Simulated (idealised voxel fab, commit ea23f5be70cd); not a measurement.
process module | voxel air gaps
cross-section cut | 215 nm wide | cells 5 nm
A cross-section is a grid of square cells, given in bands from the top down. A band is one or more rows of cells.
Each band's line starts with the height of the band's top and of its bottom, in nm. Then come its materials from left to right, each with its width in nm. One material with "throughout" fills the band from edge to edge. "air" is empty space.
Height 0 is the level under which the wafer as received is all one material. The lowest band goes on downwards, as in "0 down".
A width such as "30 to 40" changes by the same amount from each row of cells to the next, from the band's top row to its bottom row.
"no change" after a step means that no cell of the cross-section changed.
closed voids: empty space of 8 cells or more with no open way to the top, each as width x height at its distance from the left edge, in nm
after a step's settings: what the simulator itself notes on the step
overlay nm, on a step with a mask: how far to the right of its planned place the mask lay; to the left if negative
plan
1 op RECEIVE | material Si
2 op CONFORMAL_DEP | material SiO2 | thk nm 10
3 op CONFORMAL_DEP | material SiN | thk nm 5
4 op DIRECTIONAL_DEP | material SiO2 | thk nm 35
5 op DIRECTIONAL_DEP | material aC | thk nm 10
6 op PATTERN | tone open | mask id LINES | material resist | width nm 25 | pitch nm 55 | thk nm 25 | overlay nm 0
7 op DIRECTIONAL_ETCH | etch materials aC | depth nm 10
8 op STRIP | etch materials resist
9 op DIRECTIONAL_ETCH | etch materials SiO2 | depth nm 35
10 op STRIP | etch materials aC
11 op CONFORMAL_DEP | material TiN | thk nm 5
12 op FILL_DEP | material Cu | thk nm 5
13 op CMP | height nm 50
14 op EPI | material Ru | thk nm 10
15 op SELECTIVE_ETCH | etch materials SiO2 | depth nm 45
16 op CONFORMAL_DEP | material SiCN | thk nm 5
first wafer, as planned
as received, after step 1
  0 down: Si throughout
  closed voids: none
after step 2
  10 to 0: SiO2 throughout
  below 0: unchanged
after step 3
  15 to 10: SiN throughout
  below 10: unchanged
after step 4
  50 to 15: SiO2 throughout
  below 15: unchanged
after step 5
  60 to 50: aC throughout
  below 50: unchanged
after step 6
  85 to 60: resist 40 | air 25 | resist 30 | air 25 | resist 30 | air 25 | resist 40
  below 60: unchanged
after step 7
  75 to 60: resist 40 | air 25 | resist 30 | air 25 | resist 30 | air 25 | resist 40
  60 to 50: aC 40 | air 25 | aC 30 | air 25 | aC 30 | air 25 | aC 40
  below 50: unchanged
after step 8
  60 to 50: aC 40 | air 25 | aC 30 | air 25 | aC 30 | air 25 | aC 40
  below 50: unchanged
after step 9
  60 to 50: aC 40 | air 25 | aC 30 | air 25 | aC 30 | air 25 | aC 40
  50 to 15: SiO2 40 | air 25 | SiO2 30 | air 25 | SiO2 30 | air 25 | SiO2 40
  below 15: unchanged
after step 10
  50 to 15: SiO2 40 | air 25 | SiO2 30 | air 25 | SiO2 30 | air 25 | SiO2 40
  below 15: unchanged
after step 11
  55 to 50: TiN 45 | air 15 | TiN 40 | air 15 | TiN 40 | air 15 | TiN 45
  50 to 20: SiO2 40 | TiN 5 | air 15 | TiN 5 | SiO2 30 | TiN 5 | air 15 | TiN 5 | SiO2 30 | TiN 5 | air 15 | TiN 5 | SiO2 40
  20 to 15: SiO2 40 | TiN 25 | SiO2 30 | TiN 25 | SiO2 30 | TiN 25 | SiO2 40
  below 15: unchanged
after step 12
  60 to 55: Cu throughout
  55 to 50: TiN 45 | Cu 15 | TiN 40 | Cu 15 | TiN 40 | Cu 15 | TiN 45
  50 to 20: SiO2 40 | TiN 5 | Cu 15 | TiN 5 | SiO2 30 | TiN 5 | Cu 15 | TiN 5 | SiO2 30 | TiN 5 | Cu 15 | TiN 5 | SiO2 40
  below 20: unchanged
after step 13
  50 to 20: SiO2 40 | TiN 5 | Cu 15 | TiN 5 | SiO2 30 | TiN 5 | Cu 15 | TiN 5 | SiO2 30 | TiN 5 | Cu 15 | TiN 5 | SiO2 40
  below 20: unchanged
after step 14
  60 to 50: air 30 | Ru 45 | air 10 | Ru 45 | air 10 | Ru 45 | air 30
  below 50: unchanged
after step 15
  60 to 50: air 30 | Ru 45 | air 10 | Ru 45 | air 10 | Ru 45 | air 30
  50 to 20: air 40 | TiN 5 | Cu 15 | TiN 5 | air 30 | TiN 5 | Cu 15 | TiN 5 | air 30 | TiN 5 | Cu 15 | TiN 5 | air 40
  20 to 15: air 40 | TiN 25 | air 30 | TiN 25 | air 30 | TiN 25 | air 40
  below 15: unchanged
after step 16
  65 to 60: air 25 | SiCN 165 | air 25
  60 to 50: air 25 | SiCN 5 | Ru 45 | SiCN 10 | Ru 45 | SiCN 10 | Ru 45 | SiCN 5 | air 25
  50 to 45: air 25 | SiCN 15 | TiN 5 | Cu 15 | TiN 5 | SiCN 30 | TiN 5 | Cu 15 | TiN 5 | SiCN 30 | TiN 5 | Cu 15 | TiN 5 | SiCN 15 | air 25
  45 to 20: air 35 | SiCN 5 | TiN 5 | Cu 15 | TiN 5 | SiCN 5 | air 20 | SiCN 5 | TiN 5 | Cu 15 | TiN 5 | SiCN 5 | air 20 | SiCN 5 | TiN 5 | Cu 15 | TiN 5 | SiCN 5 | air 35
  20 to 15: SiCN 40 | TiN 25 | SiCN 30 | TiN 25 | SiCN 30 | TiN 25 | SiCN 40
  below 15: unchanged
  closed voids: 20 x 25 at 70; 20 x 25 at 125
second wafer: like start, like plan, one mistake. Through step 13 it matches the first wafer
when step 14 should have ended
  70 to 50: air 20 | Ru 175 | air 20
  below 50: unchanged
when step 15 should have ended
  70 to 50: air 20 | Ru 175 | air 20
  50 to 20: air 40 | TiN 5 | Cu 15 | TiN 5 | SiO2 30 | TiN 5 | Cu 15 | TiN 5 | SiO2 30 | TiN 5 | Cu 15 | TiN 5 | air 40
  20 to 15: air 40 | TiN 25 | SiO2 30 | TiN 25 | SiO2 30 | TiN 25 | air 40
  below 15: unchanged
when step 16 should have ended
  75 to 70: air 15 | SiCN 185 | air 15
  70 to 50: air 15 | SiCN 5 | Ru 175 | SiCN 5 | air 15
  50 to 45: air 15 | SiCN 25 | TiN 5 | Cu 15 | TiN 5 | SiO2 30 | TiN 5 | Cu 15 | TiN 5 | SiO2 30 | TiN 5 | Cu 15 | TiN 5 | SiCN 25 | air 15
  45 to 20: air 35 | SiCN 5 | TiN 5 | Cu 15 | TiN 5 | SiO2 30 | TiN 5 | Cu 15 | TiN 5 | SiO2 30 | TiN 5 | Cu 15 | TiN 5 | SiCN 5 | air 35
  20 to 15: SiCN 40 | TiN 25 | SiO2 30 | TiN 25 | SiO2 30 | TiN 25 | SiCN 40
  below 15: unchanged
what went wrong: step 14 was run twice
at the end the second wafer has, in cells: 86 more of Ru | 40 fewer of SiCN | 84 more of SiO2
closed voids at the end (first wafer, second wafer): 2, 0
